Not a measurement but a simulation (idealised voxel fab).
This section sets out a process module, namely voxel plated lines.
The figure presents cross-section cut, which has a width of 225 nm and is divided into square cells with an edge length of 5 nm.
Just so we're on the same page, the cross-sections are grids of square cells, and they're listed out in bands top to bottom, each band one or more rows deep.
Band: top height; bottom height; in nm. Then, left to right: material with width in nm, for each material. "everywhere": a single material spanning edge to edge. "air": empty space.
Zero point of the height axis is 0; under it, received wafer = one material. Lowest band: continues down indefinitely, "0 -> down".
The two numbers in a width such as "30 to 40" mark its ends across the band: the first belongs to the top row of cells, the second to the bottom row, and from each row to the next the width moves by the same amount.
You'll sometimes find "no modification" written for a step, and that's the way of saying that nowhere in the cross-section did a cell change during that step.
Empty spaces without an open route to the top, at least 8 cells in extent, make up the entry "Sealed-off cavities"; each is given as width x height at distance, where the distance is measured from the left edge, and all are in nm.
If you see something after the settings on a step's line, that's the simulator's own remark about that step.
A step's line can hold "overlay nm"; with a mask on that step, the setting says how far right of the planned place the mask lay, while a negative setting says it lay to the left.
Read each pair as before and after one process step. The after cross-section shows only down to the lowest band that changed. The step between them and its settings are given below the pair. Pairs can come from different runs of this module on the same starting wafer. A pair continues from the pair above only where its "Before processing" entry says so.
[Before processing]
* 0 -> down = Si everywhere
* Sealed-off cavities: none
[Structure After Step]
* 5 -> 0 = Al2O3 everywhere
* No changes below 0.
* Sealed-off cavities: none
Which operation links the two cross-sections above? op CONFORMAL_DEP | material Al2O3 | thk nm 5
Before processing: The structure entering this step is exactly what the pair just above shows after its step.
[Structure After Step]
* 10 -> 5 = TiN everywhere
* No changes below 5.
* Sealed-off cavities: none
Which operation links the two cross-sections above? op DIRECTIONAL_DEP | material TiN | thk nm 5
Before processing: The structure entering this step is exactly what the pair just above shows after its step.
[Structure After Step]
* 50 -> 10 = resist (50), then air (20), then resist (15), then air (20), then resist (15), then air (20), then resist (15), then air (20), then resist (50)
* No changes below 10.
* Sealed-off cavities: none
Which operation links the two cross-sections above? op PATTERN | tone open | mask id LINES | material resist | width nm 20 | pitch nm 35 | thk nm 40 | overlay nm 0
Before processing: The structure entering this step is exactly what the pair just above shows after its step.
[Structure After Step]
* 50 -> 15 = resist (50), then air (20), then resist (15), then air (20), then resist (15), then air (20), then resist (15), then air (20), then resist (50)
* 15 -> 10 = resist (50), then Ru (20), then resist (15), then Ru (20), then resist (15), then Ru (20), then resist (15), then Ru (20), then resist (50)
* No changes below 10.
* Sealed-off cavities: none
Which operation links the two cross-sections above? op EPI | material Ru | thk nm 5
Before processing: The structure entering this step is exactly what the pair just above shows after its step.
[Structure After Step]
* 50 -> 25 = resist (50), then air (20), then resist (15), then air (20), then resist (15), then air (20), then resist (15), then air (20), then resist (50)
* 25 -> 10 = resist (50), then Ru (20), then resist (15), then Ru (20), then resist (15), then Ru (20), then resist (15), then Ru (20), then resist (50)
* No changes below 10.
* Sealed-off cavities: none
Which operation links the two cross-sections above? op EPI | material Ru | thk nm 10
Before processing: The structure entering this step is exactly what the pair just above shows after its step.
[Structure After Step]
* 50 -> 30 = resist (50), then air (20), then resist (15), then air (20), then resist (15), then air (20), then resist (15), then air (20), then resist (50)
* 30 -> 10 = resist (50), then Ru (20), then resist (15), then Ru (20), then resist (15), then Ru (20), then resist (15), then Ru (20), then resist (50)
* No changes below 10.
* Sealed-off cavities: none
Which operation links the two cross-sections above? op EPI | material Ru | thk nm 5
Before processing: The structure entering this step is exactly what the pair just above shows after its step.
[Structure After Step]
* 30 -> 10 = air (50), then Ru (20), then air (15), then Ru (20), then air (15), then Ru (20), then air (15), then Ru (20), then air (50)
* No changes below 10.
* Sealed-off cavities: none
Which operation links the two cross-sections above? op STRIP | etch materials resist
Before processing: The structure entering this step is exactly what the pair just above shows after its step.
[Structure After Step]
* 30 -> 10 = air (50), then Ru (20), then air (15), then Ru (20), then air (15), then Ru (20), then air (15), then Ru (20), then air (50)
* 10 -> 5 = air (50), then TiN (20), then air (15), then TiN (20), then air (15), then TiN (20), then air (15), then TiN (20), then air (50)
* No changes below 5.
* Sealed-off cavities: none
Which operation links the two cross-sections above? op DIRECTIONAL_ETCH | etch materials TiN | depth nm 5
Before processing: The structure entering this step is exactly what the pair just above shows after its step.
[Structure After Step]
* 35 -> 30 = air (45), then SiN (30), then air (5), then SiN (30), then air (5), then SiN (30), then air (5), then SiN (30), then air (45)
* 30 -> 10 = air (45), then SiN (5), then Ru (20), then SiN (5), then air (5), then SiN (5), then Ru (20), then SiN (5), then air (5), then SiN (5), then Ru (20), then SiN (5), then air (5), then SiN (5), then Ru (20), then SiN (5), then air (45)
* 10 -> 5 = SiN (50), then TiN (20), then SiN (15), then TiN (20), then SiN (15), then TiN (20), then SiN (15), then TiN (20), then SiN (50)
* No changes below 5.
* Sealed-off cavities: none
Which operation links the two cross-sections above? op CONFORMAL_DEP | material SiN | thk nm 5
[Before processing]
* 0 -> down = Si everywhere
* Sealed-off cavities: none
[Structure After Step]
* 5 -> 0 = TiN everywhere
* No changes below 0.
* Sealed-off cavities: none
Which operation links the two cross-sections above? op DIRECTIONAL_DEP | material TiN | thk nm 5
Before processing: The structure entering this step is exactly what the pair just above shows after its step.
[Structure After Step]
* 45 -> 5 = resist (50), then air (20), then resist (15), then air (20), then resist (15), then air (20), then resist (15), then air (20), then resist (50)
* No changes below 5.
* Sealed-off cavities: none
Which operation links the two cross-sections above? op PATTERN | tone open | mask id LINES | material resist | width nm 20 | pitch nm 35 | thk nm 40 | overlay nm 0
Before processing: The structure entering this step is exactly what the pair just above shows after its step.
[Structure After Step]
* 45 -> 10 = resist (50), then air (20), then resist (15), then air (20), then resist (15), then air (20), then resist (15), then air (20), then resist (50)
* 10 -> 5 = resist (50), then Ru (20), then resist (15), then Ru (20), then resist (15), then Ru (20), then resist (15), then Ru (20), then resist (50)
* No changes below 5.
* Sealed-off cavities: none
Which operation links the two cross-sections above? op EPI | material Ru | thk nm 5
Before processing: The structure entering this step is exactly what the pair just above shows after its step.
[Structure After Step]
* 45 -> 20 = resist (50), then air (20), then resist (15), then air (20), then resist (15), then air (20), then resist (15), then air (20), then resist (50)
* 20 -> 5 = resist (50), then Ru (20), then resist (15), then Ru (20), then resist (15), then Ru (20), then resist (15), then Ru (20), then resist (50)
* No changes below 5.
* Sealed-off cavities: none
Which operation links the two cross-sections above? op EPI | material Ru | thk nm 10
Before processing: The structure entering this step is exactly what the pair just above shows after its step.
[Structure After Step]
* 45 -> 25 = resist (50), then air (20), then resist (15), then air (20), then resist (15), then air (20), then resist (15), then air (20), then resist (50)
* 25 -> 5 = resist (50), then Ru (20), then resist (15), then Ru (20), then resist (15), then Ru (20), then resist (15), then Ru (20), then resist (50)
* No changes below 5.
* Sealed-off cavities: none
Which operation links the two cross-sections above? op EPI | material Ru | thk nm 5
Before processing: The structure entering this step is exactly what the pair just above shows after its step.
[Structure After Step]
* 25 -> 5 = air (50), then Ru (20), then air (15), then Ru (20), then air (15), then Ru (20), then air (15), then Ru (20), then air (50)
* No changes below 5.
* Sealed-off cavities: none
Which operation links the two cross-sections above? op STRIP | etch materials resist
Before processing: The structure entering this step is exactly what the pair just above shows after its step.
[Structure After Step]
* 25 -> 5 = air (50), then Ru (20), then air (15), then Ru (20), then air (15), then Ru (20), then air (15), then Ru (20), then air (50)
* 5 -> 0 = air (50), then TiN (20), then air (15), then TiN (20), then air (15), then TiN (20), then air (15), then TiN (20), then air (50)
* No changes below 0.
* Sealed-off cavities: none
Which operation links the two cross-sections above? op DIRECTIONAL_ETCH | etch materials TiN | depth nm 5
Before processing: The structure entering this step is exactly what the pair just above shows after its step.
[Structure After Step]
* 30 -> 25 = air (45), then SiN (30), then air (5), then SiN (30), then air (5), then SiN (30), then air (5), then SiN (30), then air (45)
* 25 -> 5 = air (45), then SiN (5), then Ru (20), then SiN (5), then air (5), then SiN (5), then Ru (20), then SiN (5), then air (5), then SiN (5), then Ru (20), then SiN (5), then air (5), then SiN (5), then Ru (20), then SiN (5), then air (45)
* 5 -> 0 = SiN (50), then TiN (20), then SiN (15), then TiN (20), then SiN (15), then TiN (20), then SiN (15), then TiN (20), then SiN (50)
* No changes below 0.
* Sealed-off cavities: none
Which operation links the two cross-sections above? op CONFORMAL_DEP | material SiN | thk nm 5
[Before processing]
* 50 -> 25 = resist (50), then air (20), then resist (15), then air (20), then resist (15), then air (20), then resist (15), then air (20), then resist (50)
* 25 -> 10 = resist (50), then Ru (20), then resist (15), then Ru (20), then resist (15), then Ru (20), then resist (15), then Ru (20), then resist (50)
* 10 -> 5 = TiN everywhere
* 5 -> 0 = Al2O3 everywhere
* 0 -> down = Si everywhere
* Sealed-off cavities: none
[Structure After Step]
* 50 -> 35 = resist (50), then air (20), then resist (15), then air (20), then resist (15), then air (20), then resist (15), then air (20), then resist (50)
* 35 -> 10 = resist (50), then Ru (20), then resist (15), then Ru (20), then resist (15), then Ru (20), then resist (15), then Ru (20), then resist (50)
* No changes below 10.
* Sealed-off cavities: none
Which operation links the two cross-sections above? op EPI | material Ru | thk nm 10
Before processing: The structure entering this step is exactly what the pair just above shows after its step.
[Structure After Step]
* 50 -> 40 = resist (50), then air (20), then resist (15), then air (20), then resist (15), then air (20), then resist (15), then air (20), then resist (50)
* 40 -> 10 = resist (50), then Ru (20), then resist (15), then Ru (20), then resist (15), then Ru (20), then resist (15), then Ru (20), then resist (50)
* No changes below 10.
* Sealed-off cavities: none
Which operation links the two cross-sections above? op EPI | material Ru | thk nm 5
Before processing: The structure entering this step is exactly what the pair just above shows after its step.
[Structure After Step]
* 40 -> 10 = air (50), then Ru (20), then air (15), then Ru (20), then air (15), then Ru (20), then air (15), then Ru (20), then air (50)
* No changes below 10.
* Sealed-off cavities: none
Which operation links the two cross-sections above? op STRIP | etch materials resist
Before processing: The structure entering this step is exactly what the pair just above shows after its step.
[Structure After Step]
* 40 -> 10 = air (50), then Ru (20), then air (15), then Ru (20), then air (15), then Ru (20), then air (15), then Ru (20), then air (50)
* 10 -> 5 = air (50), then TiN (20), then air (15), then TiN (20), then air (15), then TiN (20), then air (15), then TiN (20), then air (50)
* No changes below 5.
* Sealed-off cavities: none
Which operation links the two cross-sections above? op DIRECTIONAL_ETCH | etch materials TiN | depth nm 5
Before processing: The structure entering this step is exactly what the pair just above shows after its step.
[Structure After Step]
* 45 -> 40 = air (45), then SiN (30), then air (5), then SiN (30), then air (5), then SiN (30), then air (5), then SiN (30), then air (45)
* 40 -> 10 = air (45), then SiN (5), then Ru (20), then SiN (5), then air (5), then SiN (5), then Ru (20), then SiN (5), then air (5), then SiN (5), then Ru (20), then SiN (5), then air (5), then SiN (5), then Ru (20), then SiN (5), then air (45)
* 10 -> 5 = SiN (50), then TiN (20), then SiN (15), then TiN (20), then SiN (15), then TiN (20), then SiN (15), then TiN (20), then SiN (50)
* No changes below 5.
* Sealed-off cavities: none
Which operation links the two cross-sections above? op CONFORMAL_DEP | material SiN | thk nm 5
[Before processing]
* 5 -> 0 = TiN everywhere
* 0 -> down = Si everywhere
* Sealed-off cavities: none
[Structure After Step]
* 10 -> 5 = Al2O3 everywhere
* No changes below 5.
* Sealed-off cavities: none
Which operation links the two cross-sections above? op CONFORMAL_DEP | material Al2O3 | thk nm 5
Before processing: The structure entering this step is exactly what the pair just above shows after its step.
[Structure After Step]
* 50 -> 10 = resist (50), then air (20), then resist (15), then air (20), then resist (15), then air (20), then resist (15), then air (20), then resist (50)
* No changes below 10.
* Sealed-off cavities: none
Which operation links the two cross-sections above? op PATTERN | tone open | mask id LINES | material resist | width nm 20 | pitch nm 35 | thk nm 40 | overlay nm 0
Before processing: The structure entering this step is exactly what the pair just above shows after its step.
[Structure After Step]
* 10 -> 5 = Al2O3 everywhere
* No changes below 5.
* Sealed-off cavities: none
Which operation links the two cross-sections above? op STRIP | etch materials resist
Before processing: The structure entering this step is exactly what the pair just above shows after its step.
[Structure After Step]
* 15 -> 10 = SiN everywhere
* No changes below 10.
* Sealed-off cavities: none
Which operation links the two cross-sections above? op CONFORMAL_DEP | material SiN | thk nm 5
[Before processing]
* 30 -> 10 = air (50), then Ru (20), then air (15), then Ru (20), then air (15), then Ru (20), then air (15), then Ru (20), then air (50)
* 10 -> 5 = air (50), then TiN (20), then air (15), then TiN (20), then air (15), then TiN (20), then air (15), then TiN (20), then air (50)
* 5 -> 0 = Al2O3 everywhere
* 0 -> down = Si everywhere
* Sealed-off cavities: none
[Structure After Step]
* 45 -> 30 = air (35), then SiN (155), then air (35)
* 30 -> 20 = air (35), then SiN (15), then Ru (20), then SiN (15), then Ru (20), then SiN (15), then Ru (20), then SiN (15), then Ru (20), then SiN (15), then air (35)
* 20 -> 10 = SiN (50), then Ru (20), then SiN (15), then Ru (20), then SiN (15), then Ru (20), then SiN (15), then Ru (20), then SiN (50)
* 10 -> 5 = SiN (50), then TiN (20), then SiN (15), then TiN (20), then SiN (15), then TiN (20), then SiN (15), then TiN (20), then SiN (50)
* No changes below 5.
* Sealed-off cavities: none
Which operation links the two cross-sections above? op CONFORMAL_DEP | material SiN | thk nm 15
[Before processing]
* 10 -> 5 = TiN everywhere
* 5 -> 0 = Al2O3 everywhere
* 0 -> down = Si everywhere
* Sealed-off cavities: none
[Structure After Step]
* 50 -> 10 = resist (55), then air (15), then resist (20), then air (15), then resist (20), then air (15), then resist (20), then air (15), then resist (50)
* No changes below 10.
* Sealed-off cavities: none
Which operation links the two cross-sections above? op PATTERN | tone open | mask id LINES | material resist | width nm 15 | pitch nm 35 | thk nm 40 | overlay nm 0
Before processing: The structure entering this step is exactly what the pair just above shows after its step.
[Structure After Step]
* 50 -> 15 = resist (55), then air (15), then resist (20), then air (15), then resist (20), then air (15), then resist (20), then air (15), then resist (50)
* 15 -> 10 = resist (55), then Ru (15), then resist (20), then Ru (15), then resist (20), then Ru (15), then resist (20), then Ru (15), then resist (50)
* No changes below 10.
* Sealed-off cavities: none
Which operation links the two cross-sections above? op EPI | material Ru | thk nm 5
Before processing: The structure entering this step is exactly what the pair just above shows after its step.
[Structure After Step]
* 50 -> 25 = resist (55), then air (15), then resist (20), then air (15), then resist (20), then air (15), then resist (20), then air (15), then resist (50)
* 25 -> 10 = resist (55), then Ru (15), then resist (20), then Ru (15), then resist (20), then Ru (15), then resist (20), then Ru (15), then resist (50)
* No changes below 10.
* Sealed-off cavities: none
Which operation links the two cross-sections above? op EPI | material Ru | thk nm 10
Before processing: The structure entering this step is exactly what the pair just above shows after its step.
[Structure After Step]
* 50 -> 30 = resist (55), then air (15), then resist (20), then air (15), then resist (20), then air (15), then resist (20), then air (15), then resist (50)
* 30 -> 10 = resist (55), then Ru (15), then resist (20), then Ru (15), then resist (20), then Ru (15), then resist (20), then Ru (15), then resist (50)
* No changes below 10.
* Sealed-off cavities: none
Which operation links the two cross-sections above? op EPI | material Ru | thk nm 5
Before processing: The structure entering this step is exactly what the pair just above shows after its step.
[Structure After Step]
* 30 -> 10 = air (55), then Ru (15), then air (20), then Ru (15), then air (20), then Ru (15), then air (20), then Ru (15), then air (50)
* No changes below 10.
* Sealed-off cavities: none
Which operation links the two cross-sections above? op STRIP | etch materials resist
Before processing: The structure entering this step is exactly what the pair just above shows after its step.
[Structure After Step]
* 30 -> 10 = air (55), then Ru (15), then air (20), then Ru (15), then air (20), then Ru (15), then air (20), then Ru (15), then air (50)
* 10 -> 5 = air (55), then TiN (15), then air (20), then TiN (15), then air (20), then TiN (15), then air (20), then TiN (15), then air (50)
* No changes below 5.
* Sealed-off cavities: none
Which operation links the two cross-sections above? op DIRECTIONAL_ETCH | etch materials TiN | depth nm 5
Before processing: The structure entering this step is exactly what the pair just above shows after its step.
[Structure After Step]
* 35 -> 30 = air (50), then SiN (25), then air (10), then SiN (25), then air (10), then SiN (25), then air (10), then SiN (25), then air (45)
* 30 -> 10 = air (50), then SiN (5), then Ru (15), then SiN (5), then air (10), then SiN (5), then Ru (15), then SiN (5), then air (10), then SiN (5), then Ru (15), then SiN (5), then air (10), then SiN (5), then Ru (15), then SiN (5), then air (45)
* 10 -> 5 = SiN (55), then TiN (15), then SiN (20), then TiN (15), then SiN (20), then TiN (15), then SiN (20), then TiN (15), then SiN (50)
* No changes below 5.
* Sealed-off cavities: none
Which operation links the two cross-sections above? op CONFORMAL_DEP | material SiN | thk nm 5
[Before processing]
* 10 -> 5 = TiN everywhere
* 5 -> 0 = Al2O3 everywhere
* 0 -> down = Si everywhere
* Sealed-off cavities: none
[Structure After Step]
* 50 -> 10 = resist (45), then air (20), then resist (15), then air (20), then resist (15), then air (20), then resist (15), then air (20), then resist (55)
* No changes below 10.
* Sealed-off cavities: none
Which operation links the two cross-sections above? op PATTERN | tone open | mask id LINES | material resist | width nm 20 | pitch nm 35 | thk nm 40 | overlay nm -5
Before processing: The structure entering this step is exactly what the pair just above shows after its step.
[Structure After Step]
* 50 -> 15 = resist (45), then air (20), then resist (15), then air (20), then resist (15), then air (20), then resist (15), then air (20), then resist (55)
* 15 -> 10 = resist (45), then Ru (20), then resist (15), then Ru (20), then resist (15), then Ru (20), then resist (15), then Ru (20), then resist (55)
* No changes below 10.
* Sealed-off cavities: none
Which operation links the two cross-sections above? op EPI | material Ru | thk nm 5
Before processing: The structure entering this step is exactly what the pair just above shows after its step.
[Structure After Step]
* 50 -> 25 = resist (45), then air (20), then resist (15), then air (20), then resist (15), then air (20), then resist (15), then air (20), then resist (55)
* 25 -> 10 = resist (45), then Ru (20), then resist (15), then Ru (20), then resist (15), then Ru (20), then resist (15), then Ru (20), then resist (55)
* No changes below 10.
* Sealed-off cavities: none
Which operation links the two cross-sections above? op EPI | material Ru | thk nm 10
Before processing: The structure entering this step is exactly what the pair just above shows after its step.
[Structure After Step]
* 50 -> 30 = resist (45), then air (20), then resist (15), then air (20), then resist (15), then air (20), then resist (15), then air (20), then resist (55)
* 30 -> 10 = resist (45), then Ru (20), then resist (15), then Ru (20), then resist (15), then Ru (20), then resist (15), then Ru (20), then resist (55)
* No changes below 10.
* Sealed-off cavities: none
Which operation links the two cross-sections above? op EPI | material Ru | thk nm 5
Before processing: The structure entering this step is exactly what the pair just above shows after its step.
[Structure After Step]
* 30 -> 10 = air (45), then Ru (20), then air (15), then Ru (20), then air (15), then Ru (20), then air (15), then Ru (20), then air (55)
* No changes below 10.
* Sealed-off cavities: none
Which operation links the two cross-sections above? op STRIP | etch materials resist
Before processing: The structure entering this step is exactly what the pair just above shows after its step.
[Structure After Step]
* 30 -> 10 = air (45), then Ru (20), then air (15), then Ru (20), then air (15), then Ru (20), then air (15), then Ru (20), then air (55)
* 10 -> 5 = air (45), then TiN (20), then air (15), then TiN (20), then air (15), then TiN (20), then air (15), then TiN (20), then air (55)
* No changes below 5.
* Sealed-off cavities: none
Which operation links the two cross-sections above? op DIRECTIONAL_ETCH | etch materials TiN | depth nm 5
Before processing: The structure entering this step is exactly what the pair just above shows after its step.
[Structure After Step]
* 35 -> 30 = air (40), then SiN (30), then air (5), then SiN (30), then air (5), then SiN (30), then air (5), then SiN (30), then air (50)
* 30 -> 10 = air (40), then SiN (5), then Ru (20), then SiN (5), then air (5), then SiN (5), then Ru (20), then SiN (5), then air (5), then SiN (5), then Ru (20), then SiN (5), then air (5), then SiN (5), then Ru (20), then SiN (5), then air (50)
* 10 -> 5 = SiN (45), then TiN (20), then SiN (15), then TiN (20), then SiN (15), then TiN (20), then SiN (15), then TiN (20), then SiN (55)
* No changes below 5.
* Sealed-off cavities: none
Which operation links the two cross-sections above? op CONFORMAL_DEP | material SiN | thk nm 5
[Before processing]
* 30 -> 10 = air (50), then Ru (20), then air (15), then Ru (20), then air (15), then Ru (20), then air (15), then Ru (20), then air (50)
* 10 -> 5 = air (50), then TiN (20), then air (15), then TiN (20), then air (15), then TiN (20), then air (15), then TiN (20), then air (50)
* 5 -> 0 = Al2O3 everywhere
* 0 -> down = Si everywhere
* Sealed-off cavities: none
[Structure After Step]
* 35 -> 30 = air (45), then Al2O3 (30), then air (5), then Al2O3 (30), then air (5), then Al2O3 (30), then air (5), then Al2O3 (30), then air (45)
* 30 -> 10 = air (45), then Al2O3 (5), then Ru (20), then Al2O3 (5), then air (5), then Al2O3 (5), then Ru (20), then Al2O3 (5), then air (5), then Al2O3 (5), then Ru (20), then Al2O3 (5), then air (5), then Al2O3 (5), then Ru (20), then Al2O3 (5), then air (45)
* 10 -> 5 = Al2O3 (50), then TiN (20), then Al2O3 (15), then TiN (20), then Al2O3 (15), then TiN (20), then Al2O3 (15), then TiN (20), then Al2O3 (50)
* No changes below 5.
* Sealed-off cavities: none
Which operation links the two cross-sections above? op CONFORMAL_DEP | material Al2O3 | thk nm 5
[Before processing]
* 10 -> 5 = TiN everywhere
* 5 -> 0 = Al2O3 everywhere
* 0 -> down = Si everywhere
* Sealed-off cavities: none
[Structure After Step]
* 50 -> 10 = air (50), then resist (20), then air (15), then resist (20), then air (15), then resist (20), then air (15), then resist (20), then air (50)
* No changes below 10.
* Sealed-off cavities: none
Which operation links the two cross-sections above? op PATTERN | tone cover | mask id LINES | material resist | width nm 20 | pitch nm 35 | thk nm 40 | overlay nm 0
Before processing: The structure entering this step is exactly what the pair just above shows after its step.
[Structure After Step]
* 50 -> 15 = air (50), then resist (20), then air (15), then resist (20), then air (15), then resist (20), then air (15), then resist (20), then air (50)
* 15 -> 10 = Ru (50), then resist (20), then Ru (15), then resist (20), then Ru (15), then resist (20), then Ru (15), then resist (20), then Ru (50)
* No changes below 10.
* Sealed-off cavities: none
Which operation links the two cross-sections above? op EPI | material Ru | thk nm 5
Before processing: The structure entering this step is exactly what the pair just above shows after its step.
[Structure After Step]
* 50 -> 25 = air (50), then resist (20), then air (15), then resist (20), then air (15), then resist (20), then air (15), then resist (20), then air (50)
* 25 -> 10 = Ru (50), then resist (20), then Ru (15), then resist (20), then Ru (15), then resist (20), then Ru (15), then resist (20), then Ru (50)
* No changes below 10.
* Sealed-off cavities: none
Which operation links the two cross-sections above? op EPI | material Ru | thk nm 10
Before processing: The structure entering this step is exactly what the pair just above shows after its step.
[Structure After Step]
* 50 -> 30 = air (50), then resist (20), then air (15), then resist (20), then air (15), then resist (20), then air (15), then resist (20), then air (50)
* 30 -> 10 = Ru (50), then resist (20), then Ru (15), then resist (20), then Ru (15), then resist (20), then Ru (15), then resist (20), then Ru (50)
* No changes below 10.
* Sealed-off cavities: none
Which operation links the two cross-sections above? op EPI | material Ru | thk nm 5
Before processing: The structure entering this step is exactly what the pair just above shows after its step.
[Structure After Step]
* 30 -> 10 = Ru (50), then air (20), then Ru (15), then air (20), then Ru (15), then air (20), then Ru (15), then air (20), then Ru (50)
* No changes below 10.
* Sealed-off cavities: none
Which operation links the two cross-sections above? op STRIP | etch materials resist
Before processing: The structure entering this step is exactly what the pair just above shows after its step.
[Structure After Step]
* 30 -> 10 = Ru (50), then air (20), then Ru (15), then air (20), then Ru (15), then air (20), then Ru (15), then air (20), then Ru (50)
* 10 -> 5 = TiN (50), then air (20), then TiN (15), then air (20), then TiN (15), then air (20), then TiN (15), then air (20), then TiN (50)
* No changes below 5.
* Sealed-off cavities: none
Which operation links the two cross-sections above? op DIRECTIONAL_ETCH | etch materials TiN | depth nm 5
Before processing: The structure entering this step is exactly what the pair just above shows after its step.
[Structure After Step]
* 35 -> 30 = SiN (55), then air (10), then SiN (25), then air (10), then SiN (25), then air (10), then SiN (25), then air (10), then SiN (55)
* 30 -> 10 = Ru (50), then SiN (5), then air (10), then SiN (5), then Ru (15), then SiN (5), then air (10), then SiN (5), then Ru (15), then SiN (5), then air (10), then SiN (5), then Ru (15), then SiN (5), then air (10), then SiN (5), then Ru (50)
* 10 -> 5 = TiN (50), then SiN (20), then TiN (15), then SiN (20), then TiN (15), then SiN (20), then TiN (15), then SiN (20), then TiN (50)
* No changes below 5.
* Sealed-off cavities: none
Which operation links the two cross-sections above? op CONFORMAL_DEP | material SiN | thk nm 5
